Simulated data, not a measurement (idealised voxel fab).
The document below concerns the process module designated voxel transistor to metal.
cross-section cut | 190 nm wide | cells 5 nm
We lay out every cross-section as a grid of square cells and spell it out in bands from the top down, where one band means one or more rows of cells. The band entry comprises the height of the band's top followed by the height of its bottom, expressed in nm, and subsequently the band's materials from left to right, each stated together with its width in nm. Where a single material is marked with the word "edge to edge", that material fills the band from edge to edge. The word "air" represents empty space. Heights from 0 (as-received wafer is one material below). Bottom band endless downward, as "0 down". When a width is written as two numbers, as in "30..40", the first number is the width in the top row of cells of the band and the second is the width in its bottom row, and the width changes by the same amount from each row to the next. Take "no change occurred" at face value: in the step it is given for, the cross-section changed in none of its cells. What "Encapsulated voids" gives you is every empty space of 8 cells or more that is cut off from the top. Each appears as width x height at distance, with the distance taken from the left edge and width, height and distance all in nm. On each step's line, the part that comes after the settings is the simulator's own comment on the step. "overlay nm" answers the question of how far to the right of plan the mask lay on a step that has a mask, and when it is negative the answer is to the left.

## This section lists the process steps that were planned
1: RECEIVE,material Si
2: OXIDIZE,depth nm 5
3: CONFORMAL_DEP,material SiN,thk nm 15
4: PATTERN,tone cover,mask id ACTIVE,material resist,width nm 105,thk nm 20,overlay nm 0
5: DIRECTIONAL_ETCH,etch materials SiN,depth nm 15
6: DIRECTIONAL_ETCH,etch materials SiO2,depth nm 5
7: DIRECTIONAL_ETCH,etch materials Si,depth nm 30
8: STRIP,etch materials resist
9: FILL_DEP,material SiO2,thk nm 10
10: CMP,height nm 15
11: SELECTIVE_ETCH,etch materials SiO2,depth nm 5
12: STRIP,etch materials SiN
13: SELECTIVE_ETCH,etch materials SiO2,depth nm 5
14: OXIDIZE,depth nm 5
15: DIRECTIONAL_DEP,material polySi,thk nm 30
16: DIRECTIONAL_DEP,material SiCN,thk nm 15
17: DIRECTIONAL_DEP,material aC,thk nm 10
18: PATTERN,tone cover,mask id GATE,material resist,width nm 35,thk nm 25,overlay nm 0
19: DIRECTIONAL_ETCH,etch materials aC,depth nm 10
20: STRIP,etch materials resist
21: DIRECTIONAL_ETCH,etch materials SiCN,depth nm 25
22: DIRECTIONAL_ETCH,etch materials polySi,depth nm 40
23: STRIP,etch materials aC
24: CONFORMAL_DEP,material SiO2,thk nm 5
25: DIRECTIONAL_ETCH,etch materials SiO2,depth nm 5
26: CONFORMAL_DEP,material SiN,thk nm 10
27: DIRECTIONAL_ETCH,etch materials SiN,depth nm 10
28: DIRECTIONAL_ETCH,etch materials SiO2,depth nm 5
29: DIRECTIONAL_ETCH,etch materials Si,depth nm 10
30: EPI,material pSi,thk nm 15
31: FILL_DEP,material SiO2,thk nm 10
32: CMP,height nm 25
33: STRIP,etch materials polySi
34: SELECTIVE_ETCH,etch materials SiO2,depth nm 5
35: CONFORMAL_DEP,material HfO2,thk nm 5
36: CONFORMAL_DEP,material TiN,thk nm 5
37: FILL_DEP,material W,thk nm 10
38: CMP,height nm 20
39: DIRECTIONAL_DEP,material SiO2,thk nm 10
40: MASKED_ETCH,tone open,mask id CONTACT,width nm 15,pitch nm 80,etch materials SiO2,depth nm 25,overlay nm 0
41: CONFORMAL_DEP,material TiN,thk nm 5
42: FILL_DEP,material Ru,thk nm 5
43: CMP,height nm 30
44: DIRECTIONAL_DEP,material TiN,thk nm 5
45: DIRECTIONAL_DEP,material W,thk nm 15
46: DIRECTIONAL_DEP,material aC,thk nm 10
47: PATTERN,tone cover,mask id METAL_1,material resist,width nm 15,pitch nm 80,thk nm 25,overlay nm 0
48: DIRECTIONAL_ETCH,etch materials aC,depth nm 10
49: STRIP,etch materials resist
50: DIRECTIONAL_ETCH,etch materials W,depth nm 15
51: DIRECTIONAL_ETCH,etch materials TiN,depth nm 5
52: STRIP,etch materials aC
53: FILL_DEP,material lowk,thk nm 5
54: CMP,height nm 50
55: CONFORMAL_DEP,material SiCN,thk nm 5

## The first wafer of two, processed as planned

## Cross-section, incoming material, after step 1
	0 down  Si edge to edge
	Encapsulated voids: none

## Cross-sectional representation of the wafer at the conclusion of step 2
	0 to -5  SiO2 edge to edge
	Beneath the level -5, the cross-section is identical to its previous state.

## Cross-sectional representation of the wafer at the conclusion of step 3
	15 to 0  SiN edge to edge
	Beneath the level 0, the cross-section is identical to its previous state.

## Cross-sectional representation of the wafer at the conclusion of step 4
	35 to 15  air: 40, resist: 105, air: 45
	Beneath the level 15, the cross-section is identical to its previous state.

## Cross-sectional representation of the wafer at the conclusion of step 5
	35 to 15  air: 40, resist: 105, air: 45
	15 to 0  air: 40, SiN: 105, air: 45
	Beneath the level 0, the cross-section is identical to its previous state.

## Cross-sectional representation of the wafer at the conclusion of step 6
	35 to 15  air: 40, resist: 105, air: 45
	15 to 0  air: 40, SiN: 105, air: 45
	0 to -5  air: 40, SiO2: 105, air: 45
	Beneath the level -5, the cross-section is identical to its previous state.

## Cross-sectional representation of the wafer at the conclusion of step 7
	35 to 15  air: 40, resist: 105, air: 45
	15 to 0  air: 40, SiN: 105, air: 45
	0 to -5  air: 40, SiO2: 105, air: 45
	-5 to -35  air: 40, Si: 105, air: 45
	Beneath the level -35, the cross-section is identical to its previous state.

## Cross-sectional representation of the wafer at the conclusion of step 8
	15 to 0  air: 40, SiN: 105, air: 45
	Beneath the level 0, the cross-section is identical to its previous state.

## Cross-sectional representation of the wafer at the conclusion of step 9
	25 to 15  SiO2 edge to edge
	15 to 0  SiO2: 40, SiN: 105, SiO2: 45
	0 to -5  SiO2 edge to edge
	-5 to -35  SiO2: 40, Si: 105, SiO2: 45
	Beneath the level -35, the cross-section is identical to its previous state.

## Cross-sectional representation of the wafer at the conclusion of step 10
	15 to 0  SiO2: 40, SiN: 105, SiO2: 45
	Beneath the level 0, the cross-section is identical to its previous state.

## Cross-sectional representation of the wafer at the conclusion of step 11
	15 to 10  air: 40, SiN: 105, air: 45
	Beneath the level 10, the cross-section is identical to its previous state.

## Cross-sectional representation of the wafer at the conclusion of step 12
	10 to 0  SiO2: 40, air: 105, SiO2: 45
	Beneath the level 0, the cross-section is identical to its previous state.

## Cross-sectional representation of the wafer at the conclusion of step 13
	5 to -5  SiO2: 35, air: 115, SiO2: 40
	Beneath the level -5, the cross-section is identical to its previous state.

## Cross-sectional representation of the wafer at the conclusion of step 14
	5 to -5  SiO2: 35, air: 115, SiO2: 40
	-5 to -10  SiO2 edge to edge
	Beneath the level -10, the cross-section is identical to its previous state.

## Cross-sectional representation of the wafer at the conclusion of step 15
	35 to 25  polySi: 35, air: 115, polySi: 40
	25 to 5  polySi edge to edge
	5 to -5  SiO2: 35, polySi: 115, SiO2: 40
	Beneath the level -5, the cross-section is identical to its previous state.

## Cross-sectional representation of the wafer at the conclusion of step 16
	50 to 40  SiCN: 35, air: 115, SiCN: 40
	40 to 35  SiCN edge to edge
	35 to 25  polySi: 35, SiCN: 115, polySi: 40
	Beneath the level 25, the cross-section is identical to its previous state.

## Cross-sectional representation of the wafer at the conclusion of step 17
	60 to 50  aC: 35, air: 115, aC: 40
	50 to 40  SiCN: 35, aC: 115, SiCN: 40
	Beneath the level 40, the cross-section is identical to its previous state.

## Cross-sectional representation of the wafer at the conclusion of step 18
	85 to 60  air: 75, resist: 35, air: 80
	60 to 50  aC: 35, air: 40, resist: 35, air: 40, aC: 40
	Beneath the level 50, the cross-section is identical to its previous state.

## Cross-sectional representation of the wafer at the conclusion of step 19
	75 to 50  air: 75, resist: 35, air: 80
	50 to 40  SiCN: 35, air: 40, aC: 35, air: 40, SiCN: 40
	Beneath the level 40, the cross-section is identical to its previous state.

## Cross-sectional representation of the wafer at the conclusion of step 20
	50 to 40  SiCN: 35, air: 40, aC: 35, air: 40, SiCN: 40
	Beneath the level 40, the cross-section is identical to its previous state.

## Cross-sectional representation of the wafer at the conclusion of step 21
	50 to 40  air: 75, aC: 35, air: 80
	40 to 35  air: 75, SiCN: 35, air: 80
	35 to 25  polySi: 35, air: 40, SiCN: 35, air: 40, polySi: 40
	Beneath the level 25, the cross-section is identical to its previous state.

## Cross-sectional representation of the wafer at the conclusion of step 22
	50 to 40  air: 75, aC: 35, air: 80
	40 to 25  air: 75, SiCN: 35, air: 80
	25 to 5  air: 75, polySi: 35, air: 80
	5 to -5  SiO2: 35, air: 40, polySi: 35, air: 40, SiO2: 40
	Beneath the level -5, the cross-section is identical to its previous state.

## Cross-sectional representation of the wafer at the conclusion of step 23
	40 to 25  air: 75, SiCN: 35, air: 80
	Beneath the level 25, the cross-section is identical to its previous state.

## Cross-sectional representation of the wafer at the conclusion of step 24
	45 to 40  air: 70, SiO2: 45, air: 75
	40 to 25  air: 70, SiO2: 5, SiCN: 35, SiO2: 5, air: 75
	25 to 10  air: 70, SiO2: 5, polySi: 35, SiO2: 5, air: 75
	10 to 0  SiO2: 40, air: 30, SiO2: 5, polySi: 35, SiO2: 5, air: 30, SiO2: 45
	0 to -5  SiO2: 75, polySi: 35, SiO2: 80
	Beneath the level -5, the cross-section is identical to its previous state.

## Cross-sectional representation of the wafer at the conclusion of step 25
	40 to 25  air: 70, SiO2: 5, SiCN: 35, SiO2: 5, air: 75
	25 to 5  air: 70, SiO2: 5, polySi: 35, SiO2: 5, air: 75
	5 to -5  SiO2: 40, air: 30, SiO2: 5, polySi: 35, SiO2: 5, air: 30, SiO2: 45
	Beneath the level -5, the cross-section is identical to its previous state.

## Cross-sectional representation of the wafer at the conclusion of step 26
	50 to 40  air: 60, SiN: 65, air: 65
	40 to 25  air: 60, SiN: 10, SiO2: 5, SiCN: 35, SiO2: 5, SiN: 10, air: 65
	25 to 15  air: 60, SiN: 10, SiO2: 5, polySi: 35, SiO2: 5, SiN: 10, air: 65
	15 to 5  SiN: 50, air: 10, SiN: 10, SiO2: 5, polySi: 35, SiO2: 5, SiN: 10, air: 10, SiN: 55
	5 to -5  SiO2: 40, SiN: 30, SiO2: 5, polySi: 35, SiO2: 5, SiN: 30, SiO2: 45
	Beneath the level -5, the cross-section is identical to its previous state.

## Cross-sectional representation of the wafer at the conclusion of step 27
	40 to 25  air: 60, SiN: 10, SiO2: 5, SiCN: 35, SiO2: 5, SiN: 10, air: 65
	25 to 5  air: 60, SiN: 10, SiO2: 5, polySi: 35, SiO2: 5, SiN: 10, air: 65
	5 to -5  SiO2: 40, SiN: 10, air: 10, SiN: 10, SiO2: 5, polySi: 35, SiO2: 5, SiN: 10, air: 10, SiN: 10, SiO2: 45
	Beneath the level -5, the cross-section is identical to its previous state.

## Cross-sectional representation of the wafer at the conclusion of step 28
	40 to 35  air: 60, SiN: 10, air: 5, SiCN: 35, air: 5, SiN: 10, air: 65
	35 to 25  air: 60, SiN: 10, SiO2: 5, SiCN: 35, SiO2: 5, SiN: 10, air: 65
	25 to 5  air: 60, SiN: 10, SiO2: 5, polySi: 35, SiO2: 5, SiN: 10, air: 65
	5 to 0  air: 40, SiN: 10, air: 10, SiN: 10, SiO2: 5, polySi: 35, SiO2: 5, SiN: 10, air: 10, SiN: 10, air: 45
	0 to -5  SiO2: 40, SiN: 10, air: 10, SiN: 10, SiO2: 5, polySi: 35, SiO2: 5, SiN: 10, air: 10, SiN: 10, SiO2: 45
	-5 to -10  SiO2: 50, air: 10, SiO2: 65, air: 10, SiO2: 55
	Beneath the level -10, the cross-section is identical to its previous state.

## Cross-sectional representation of the wafer at the conclusion of step 29
	40 to 35  air: 60, SiN: 10, air: 5, SiCN: 35, air: 5, SiN: 10, air: 65
	35 to 25  air: 60, SiN: 10, SiO2: 5, SiCN: 35, SiO2: 5, SiN: 10, air: 65
	25 to 5  air: 60, SiN: 10, SiO2: 5, polySi: 35, SiO2: 5, SiN: 10, air: 65
	5 to 0  air: 40, SiN: 10, air: 10, SiN: 10, SiO2: 5, polySi: 35, SiO2: 5, SiN: 10, air: 10, SiN: 10, air: 45
	0 to -5  SiO2: 40, SiN: 10, air: 10, SiN: 10, SiO2: 5, polySi: 35, SiO2: 5, SiN: 10, air: 10, SiN: 10, SiO2: 45
	-5 to -10  SiO2: 50, air: 10, SiO2: 65, air: 10, SiO2: 55
	-10 to -20  SiO2: 40, Si: 10, air: 10, Si: 65, air: 10, Si: 10, SiO2: 45
	Beneath the level -20, the cross-section is identical to its previous state.

## Cross-sectional representation of the wafer at the conclusion of step 30
	40 to 35  air: 60, SiN: 10, air: 5, SiCN: 35, air: 5, SiN: 10, air: 65
	35 to 25  air: 60, SiN: 10, SiO2: 5, SiCN: 35, SiO2: 5, SiN: 10, air: 65
	25 to 5  air: 60, SiN: 10, SiO2: 5, polySi: 35, SiO2: 5, SiN: 10, air: 65
	5 to 0  air: 40, SiN: 10, pSi: 10, SiN: 10, SiO2: 5, polySi: 35, SiO2: 5, SiN: 10, pSi: 10, SiN: 10, air: 45
	0 to -5  SiO2: 40, SiN: 10, pSi: 10, SiN: 10, SiO2: 5, polySi: 35, SiO2: 5, SiN: 10, pSi: 10, SiN: 10, SiO2: 45
	-5 to -10  SiO2: 50, pSi: 10, SiO2: 65, pSi: 10, SiO2: 55
	-10 to -20  SiO2: 40, Si: 10, pSi: 10, Si: 65, pSi: 10, Si: 10, SiO2: 45
	Beneath the level -20, the cross-section is identical to its previous state.

## Cross-sectional representation of the wafer at the conclusion of step 31
	50 to 40  SiO2 edge to edge
	40 to 25  SiO2: 60, SiN: 10, SiO2: 5, SiCN: 35, SiO2: 5, SiN: 10, SiO2: 65
	25 to 5  SiO2: 60, SiN: 10, SiO2: 5, polySi: 35, SiO2: 5, SiN: 10, SiO2: 65
	5 to -5  SiO2: 40, SiN: 10, pSi: 10, SiN: 10, SiO2: 5, polySi: 35, SiO2: 5, SiN: 10, pSi: 10, SiN: 10, SiO2: 45
	Beneath the level -5, the cross-section is identical to its previous state.

## Cross-sectional representation of the wafer at the conclusion of step 32
	25 to 5  SiO2: 60, SiN: 10, SiO2: 5, polySi: 35, SiO2: 5, SiN: 10, SiO2: 65
	Beneath the level 5, the cross-section is identical to its previous state.

## Cross-sectional representation of the wafer at the conclusion of step 33
	25 to 5  SiO2: 60, SiN: 10, SiO2: 5, air: 35, SiO2: 5, SiN: 10, SiO2: 65
	5 to -5  SiO2: 40, SiN: 10, pSi: 10, SiN: 10, SiO2: 5, air: 35, SiO2: 5, SiN: 10, pSi: 10, SiN: 10, SiO2: 45
	Beneath the level -5, the cross-section is identical to its previous state.

## Cross-sectional representation of the wafer at the conclusion of step 34
	25 to 20  air: 60, SiN: 10, air: 45, SiN: 10, air: 65
	20 to 5  SiO2: 60, SiN: 10, air: 45, SiN: 10, SiO2: 65
	5 to -5  SiO2: 40, SiN: 10, pSi: 10, SiN: 10, air: 45, SiN: 10, pSi: 10, SiN: 10, SiO2: 45
	-5 to -10  SiO2: 50, pSi: 10, SiO2: 10, air: 45, SiO2: 10, pSi: 10, SiO2: 55
	Beneath the level -10, the cross-section is identical to its previous state.

## Cross-sectional representation of the wafer at the conclusion of step 35
	30 to 25  air: 55, HfO2: 20, air: 35, HfO2: 20, air: 60
	25 to 20  HfO2: 60, SiN: 10, HfO2: 5, air: 35, HfO2: 5, SiN: 10, HfO2: 65
	20 to 5  SiO2: 60, SiN: 10, HfO2: 5, air: 35, HfO2: 5, SiN: 10, SiO2: 65
	5 to -5  SiO2: 40, SiN: 10, pSi: 10, SiN: 10, HfO2: 5, air: 35, HfO2: 5, SiN: 10, pSi: 10, SiN: 10, SiO2: 45
	-5 to -10  SiO2: 50, pSi: 10, SiO2: 10, HfO2: 45, SiO2: 10, pSi: 10, SiO2: 55
	Beneath the level -10, the cross-section is identical to its previous state.

## Cross-sectional representation of the wafer at the conclusion of step 36
	35 to 30  air: 50, TiN: 30, air: 25, TiN: 30, air: 55
	30 to 25  TiN: 55, HfO2: 20, TiN: 5, air: 25, TiN: 5, HfO2: 20, TiN: 60
	25 to 20  HfO2: 60, SiN: 10, HfO2: 5, TiN: 5, air: 25, TiN: 5, HfO2: 5, SiN: 10, HfO2: 65
	20 to 5  SiO2: 60, SiN: 10, HfO2: 5, TiN: 5, air: 25, TiN: 5, HfO2: 5, SiN: 10, SiO2: 65
	5 to 0  SiO2: 40, SiN: 10, pSi: 10, SiN: 10, HfO2: 5, TiN: 5, air: 25, TiN: 5, HfO2: 5, SiN: 10, pSi: 10, SiN: 10, SiO2: 45
	0 to -5  SiO2: 40, SiN: 10, pSi: 10, SiN: 10, HfO2: 5, TiN: 35, HfO2: 5, SiN: 10, pSi: 10, SiN: 10, SiO2: 45
	Beneath the level -5, the cross-section is identical to its previous state.

## Cross-sectional representation of the wafer at the conclusion of step 37
	45 to 35  W edge to edge
	35 to 30  W: 50, TiN: 30, W: 25, TiN: 30, W: 55
	30 to 25  TiN: 55, HfO2: 20, TiN: 5, W: 25, TiN: 5, HfO2: 20, TiN: 60
	25 to 20  HfO2: 60, SiN: 10, HfO2: 5, TiN: 5, W: 25, TiN: 5, HfO2: 5, SiN: 10, HfO2: 65
	20 to 5  SiO2: 60, SiN: 10, HfO2: 5, TiN: 5, W: 25, TiN: 5, HfO2: 5, SiN: 10, SiO2: 65
	5 to 0  SiO2: 40, SiN: 10, pSi: 10, SiN: 10, HfO2: 5, TiN: 5, W: 25, TiN: 5, HfO2: 5, SiN: 10, pSi: 10, SiN: 10, SiO2: 45
	Beneath the level 0, the cross-section is identical to its previous state.

## Cross-sectional representation of the wafer at the conclusion of step 38
	20 to 5  SiO2: 60, SiN: 10, HfO2: 5, TiN: 5, W: 25, TiN: 5, HfO2: 5, SiN: 10, SiO2: 65
	Beneath the level 5, the cross-section is identical to its previous state.

## Cross-sectional representation of the wafer at the conclusion of step 39
	30 to 20  SiO2 edge to edge
	Beneath the level 20, the cross-section is identical to its previous state.

## Cross-sectional representation of the wafer at the conclusion of step 40
	30 to 20  SiO2: 45, air: 15, SiO2: 65, air: 15, SiO2: 50
	20 to 5  SiO2: 45, air: 15, SiN: 10, HfO2: 5, TiN: 5, W: 25, TiN: 5, HfO2: 5, SiN: 10, air: 15, SiO2: 50
	Beneath the level 5, the cross-section is identical to its previous state.

## Cross-sectional representation of the wafer at the conclusion of step 41
	35 to 30  TiN: 50, air: 5, TiN: 75, air: 5, TiN: 55
	30 to 20  SiO2: 45, TiN: 5, air: 5, TiN: 5, SiO2: 65, TiN: 5, air: 5, TiN: 5, SiO2: 50
	20 to 10  SiO2: 45, TiN: 5, air: 5, TiN: 5, SiN: 10, HfO2: 5, TiN: 5, W: 25, TiN: 5, HfO2: 5, SiN: 10, TiN: 5, air: 5, TiN: 5, SiO2: 50
	10 to 5  SiO2: 45, TiN: 15, SiN: 10, HfO2: 5, TiN: 5, W: 25, TiN: 5, HfO2: 5, SiN: 10, TiN: 15, SiO2: 50
	Beneath the level 5, the cross-section is identical to its previous state.

## Cross-sectional representation of the wafer at the conclusion of step 42
	40 to 35  Ru edge to edge
	35 to 30  TiN: 50, Ru: 5, TiN: 75, Ru: 5, TiN: 55
	30 to 20  SiO2: 45, TiN: 5, Ru: 5, TiN: 5, SiO2: 65, TiN: 5, Ru: 5, TiN: 5, SiO2: 50
	20 to 10  SiO2: 45, TiN: 5, Ru: 5, TiN: 5, SiN: 10, HfO2: 5, TiN: 5, W: 25, TiN: 5, HfO2: 5, SiN: 10, TiN: 5, Ru: 5, TiN: 5, SiO2: 50
	Beneath the level 10, the cross-section is identical to its previous state.

## Cross-sectional representation of the wafer at the conclusion of step 43
	30 to 20  SiO2: 45, TiN: 5, Ru: 5, TiN: 5, SiO2: 65, TiN: 5, Ru: 5, TiN: 5, SiO2: 50
	Beneath the level 20, the cross-section is identical to its previous state.

## Cross-sectional representation of the wafer at the conclusion of step 44
	35 to 30  TiN edge to edge
	Beneath the level 30, the cross-section is identical to its previous state.

## Cross-sectional representation of the wafer at the conclusion of step 45
	50 to 35  W edge to edge
	Beneath the level 35, the cross-section is identical to its previous state.

## Cross-sectional representation of the wafer at the conclusion of step 46
	60 to 50  aC edge to edge
	Beneath the level 50, the cross-section is identical to its previous state.

## Cross-sectional representation of the wafer at the conclusion of step 47
	85 to 60  air: 45, resist: 15, air: 65, resist: 15, air: 50
	Beneath the level 60, the cross-section is identical to its previous state.

## Cross-sectional representation of the wafer at the conclusion of step 48
	75 to 60  air: 45, resist: 15, air: 65, resist: 15, air: 50
	60 to 50  air: 45, aC: 15, air: 65, aC: 15, air: 50
	Beneath the level 50, the cross-section is identical to its previous state.

## Cross-sectional representation of the wafer at the conclusion of step 49
	60 to 50  air: 45, aC: 15, air: 65, aC: 15, air: 50
	Beneath the level 50, the cross-section is identical to its previous state.

## Cross-sectional representation of the wafer at the conclusion of step 50
	60 to 50  air: 45, aC: 15, air: 65, aC: 15, air: 50
	50 to 35  air: 45, W: 15, air: 65, W: 15, air: 50
	Beneath the level 35, the cross-section is identical to its previous state.

## Cross-sectional representation of the wafer at the conclusion of step 51
	60 to 50  air: 45, aC: 15, air: 65, aC: 15, air: 50
	50 to 35  air: 45, W: 15, air: 65, W: 15, air: 50
	35 to 30  air: 45, TiN: 15, air: 65, TiN: 15, air: 50
	Beneath the level 30, the cross-section is identical to its previous state.

## Cross-sectional representation of the wafer at the conclusion of step 52
	50 to 35  air: 45, W: 15, air: 65, W: 15, air: 50
	Beneath the level 35, the cross-section is identical to its previous state.

## Cross-sectional representation of the wafer at the conclusion of step 53
	55 to 50  lowk edge to edge
	50 to 35  lowk: 45, W: 15, lowk: 65, W: 15, lowk: 50
	35 to 30  lowk: 45, TiN: 15, lowk: 65, TiN: 15, lowk: 50
	Beneath the level 30, the cross-section is identical to its previous state.

## Cross-sectional representation of the wafer at the conclusion of step 54
	50 to 35  lowk: 45, W: 15, lowk: 65, W: 15, lowk: 50
	Beneath the level 35, the cross-section is identical to its previous state.

## Cross-sectional representation of the wafer at the conclusion of step 55
	55 to 50  SiCN edge to edge
	Beneath the level 50, the cross-section is identical to its previous state.

## Second wafer. Start and plan as for the first. One mistake made in running. Agrees with the first up to and including step 31

## Second wafer cross-section, taken as of the time the plan sets for step 32 to be done
	20 to 5  SiO2: 60, SiN: 10, SiO2: 5, polySi: 35, SiO2: 5, SiN: 10, SiO2: 65
	Beneath the level 5, the cross-section is identical to its previous state.

## Second wafer cross-section, taken as of the time the plan sets for step 33 to be done
	20 to 5  SiO2: 60, SiN: 10, SiO2: 5, air: 35, SiO2: 5, SiN: 10, SiO2: 65
	5 to -5  SiO2: 40, SiN: 10, pSi: 10, SiN: 10, SiO2: 5, air: 35, SiO2: 5, SiN: 10, pSi: 10, SiN: 10, SiO2: 45
	Beneath the level -5, the cross-section is identical to its previous state.

## Second wafer cross-section, taken as of the time the plan sets for step 34 to be done
	20 to 15  air: 60, SiN: 10, air: 45, SiN: 10, air: 65
	15 to 5  SiO2: 60, SiN: 10, air: 45, SiN: 10, SiO2: 65
	5 to -5  SiO2: 40, SiN: 10, pSi: 10, SiN: 10, air: 45, SiN: 10, pSi: 10, SiN: 10, SiO2: 45
	-5 to -10  SiO2: 50, pSi: 10, SiO2: 10, air: 45, SiO2: 10, pSi: 10, SiO2: 55
	Beneath the level -10, the cross-section is identical to its previous state.

## Second wafer cross-section, taken as of the time the plan sets for step 35 to be done
	25 to 20  air: 55, HfO2: 20, air: 35, HfO2: 20, air: 60
	20 to 15  HfO2: 60, SiN: 10, HfO2: 5, air: 35, HfO2: 5, SiN: 10, HfO2: 65
	15 to 5  SiO2: 60, SiN: 10, HfO2: 5, air: 35, HfO2: 5, SiN: 10, SiO2: 65
	5 to -5  SiO2: 40, SiN: 10, pSi: 10, SiN: 10, HfO2: 5, air: 35, HfO2: 5, SiN: 10, pSi: 10, SiN: 10, SiO2: 45
	-5 to -10  SiO2: 50, pSi: 10, SiO2: 10, HfO2: 45, SiO2: 10, pSi: 10, SiO2: 55
	Beneath the level -10, the cross-section is identical to its previous state.

## Second wafer cross-section, taken as of the time the plan sets for step 36 to be done
	30 to 25  air: 50, TiN: 30, air: 25, TiN: 30, air: 55
	25 to 20  TiN: 55, HfO2: 20, TiN: 5, air: 25, TiN: 5, HfO2: 20, TiN: 60
	20 to 15  HfO2: 60, SiN: 10, HfO2: 5, TiN: 5, air: 25, TiN: 5, HfO2: 5, SiN: 10, HfO2: 65
	15 to 5  SiO2: 60, SiN: 10, HfO2: 5, TiN: 5, air: 25, TiN: 5, HfO2: 5, SiN: 10, SiO2: 65
	5 to 0  SiO2: 40, SiN: 10, pSi: 10, SiN: 10, HfO2: 5, TiN: 5, air: 25, TiN: 5, HfO2: 5, SiN: 10, pSi: 10, SiN: 10, SiO2: 45
	0 to -5  SiO2: 40, SiN: 10, pSi: 10, SiN: 10, HfO2: 5, TiN: 35, HfO2: 5, SiN: 10, pSi: 10, SiN: 10, SiO2: 45
	Beneath the level -5, the cross-section is identical to its previous state.

## Second wafer cross-section, taken as of the time the plan sets for step 37 to be done
	40 to 30  W edge to edge
	30 to 25  W: 50, TiN: 30, W: 25, TiN: 30, W: 55
	25 to 20  TiN: 55, HfO2: 20, TiN: 5, W: 25, TiN: 5, HfO2: 20, TiN: 60
	20 to 15  HfO2: 60, SiN: 10, HfO2: 5, TiN: 5, W: 25, TiN: 5, HfO2: 5, SiN: 10, HfO2: 65
	15 to 5  SiO2: 60, SiN: 10, HfO2: 5, TiN: 5, W: 25, TiN: 5, HfO2: 5, SiN: 10, SiO2: 65
	5 to 0  SiO2: 40, SiN: 10, pSi: 10, SiN: 10, HfO2: 5, TiN: 5, W: 25, TiN: 5, HfO2: 5, SiN: 10, pSi: 10, SiN: 10, SiO2: 45
	Beneath the level 0, the cross-section is identical to its previous state.

## Second wafer cross-section, taken as of the time the plan sets for step 38 to be done
	20 to 15  HfO2: 60, SiN: 10, HfO2: 5, TiN: 5, W: 25, TiN: 5, HfO2: 5, SiN: 10, HfO2: 65
	Beneath the level 15, the cross-section is identical to its previous state.

## Second wafer cross-section, taken as of the time the plan sets for step 39 to be done
	30 to 20  SiO2 edge to edge
	Beneath the level 20, the cross-section is identical to its previous state.

## Second wafer cross-section, taken as of the time the plan sets for step 40 to be done
	30 to 20  SiO2: 45, air: 15, SiO2: 65, air: 15, SiO2: 50
	Beneath the level 20, the cross-section is identical to its previous state.

## Second wafer cross-section, taken as of the time the plan sets for step 41 to be done
	35 to 30  TiN: 50, air: 5, TiN: 75, air: 5, TiN: 55
	30 to 25  SiO2: 45, TiN: 5, air: 5, TiN: 5, SiO2: 65, TiN: 5, air: 5, TiN: 5, SiO2: 50
	25 to 20  SiO2: 45, TiN: 15, SiO2: 65, TiN: 15, SiO2: 50
	Beneath the level 20, the cross-section is identical to its previous state.

## Second wafer cross-section, taken as of the time the plan sets for step 42 to be done
	40 to 35  Ru edge to edge
	35 to 30  TiN: 50, Ru: 5, TiN: 75, Ru: 5, TiN: 55
	30 to 25  SiO2: 45, TiN: 5, Ru: 5, TiN: 5, SiO2: 65, TiN: 5, Ru: 5, TiN: 5, SiO2: 50
	Beneath the level 25, the cross-section is identical to its previous state.

## Second wafer cross-section, taken as of the time the plan sets for step 43 to be done
	30 to 25  SiO2: 45, TiN: 5, Ru: 5, TiN: 5, SiO2: 65, TiN: 5, Ru: 5, TiN: 5, SiO2: 50
	Beneath the level 25, the cross-section is identical to its previous state.

## Second wafer cross-section, taken as of the time the plan sets for step 44 to be done
	35 to 30  TiN edge to edge
	Beneath the level 30, the cross-section is identical to its previous state.

## Second wafer cross-section, taken as of the time the plan sets for step 45 to be done
	50 to 35  W edge to edge
	Beneath the level 35, the cross-section is identical to its previous state.

## Second wafer cross-section, taken as of the time the plan sets for step 46 to be done
	60 to 50  aC edge to edge
	Beneath the level 50, the cross-section is identical to its previous state.

## Second wafer cross-section, taken as of the time the plan sets for step 47 to be done
	85 to 60  air: 45, resist: 15, air: 65, resist: 15, air: 50
	Beneath the level 60, the cross-section is identical to its previous state.

## Second wafer cross-section, taken as of the time the plan sets for step 48 to be done
	75 to 60  air: 45, resist: 15, air: 65, resist: 15, air: 50
	60 to 50  air: 45, aC: 15, air: 65, aC: 15, air: 50
	Beneath the level 50, the cross-section is identical to its previous state.

## Second wafer cross-section, taken as of the time the plan sets for step 49 to be done
	60 to 50  air: 45, aC: 15, air: 65, aC: 15, air: 50
	Beneath the level 50, the cross-section is identical to its previous state.

## Second wafer cross-section, taken as of the time the plan sets for step 50 to be done
	60 to 50  air: 45, aC: 15, air: 65, aC: 15, air: 50
	50 to 35  air: 45, W: 15, air: 65, W: 15, air: 50
	Beneath the level 35, the cross-section is identical to its previous state.

## Second wafer cross-section, taken as of the time the plan sets for step 51 to be done
	60 to 50  air: 45, aC: 15, air: 65, aC: 15, air: 50
	50 to 35  air: 45, W: 15, air: 65, W: 15, air: 50
	35 to 30  air: 45, TiN: 15, air: 65, TiN: 15, air: 50
	Beneath the level 30, the cross-section is identical to its previous state.

## Second wafer cross-section, taken as of the time the plan sets for step 52 to be done
	50 to 35  air: 45, W: 15, air: 65, W: 15, air: 50
	Beneath the level 35, the cross-section is identical to its previous state.

## Second wafer cross-section, taken as of the time the plan sets for step 53 to be done
	55 to 50  lowk edge to edge
	50 to 35  lowk: 45, W: 15, lowk: 65, W: 15, lowk: 50
	35 to 30  lowk: 45, TiN: 15, lowk: 65, TiN: 15, lowk: 50
	Beneath the level 30, the cross-section is identical to its previous state.

## Second wafer cross-section, taken as of the time the plan sets for step 54 to be done
	50 to 35  lowk: 45, W: 15, lowk: 65, W: 15, lowk: 50
	Beneath the level 35, the cross-section is identical to its previous state.

## Second wafer cross-section, taken as of the time the plan sets for step 55 to be done
	55 to 50  SiCN edge to edge
	Beneath the level 50, the cross-section is identical to its previous state.
Plan not followed: not per plan at step 32, really ran CMP,height nm 20
The second wafer ends with more or fewer cells of some materials than the first, per final count: 25 more of HfO2, 6 fewer of Ru, 7 fewer of SiO2, 12 fewer of TiN
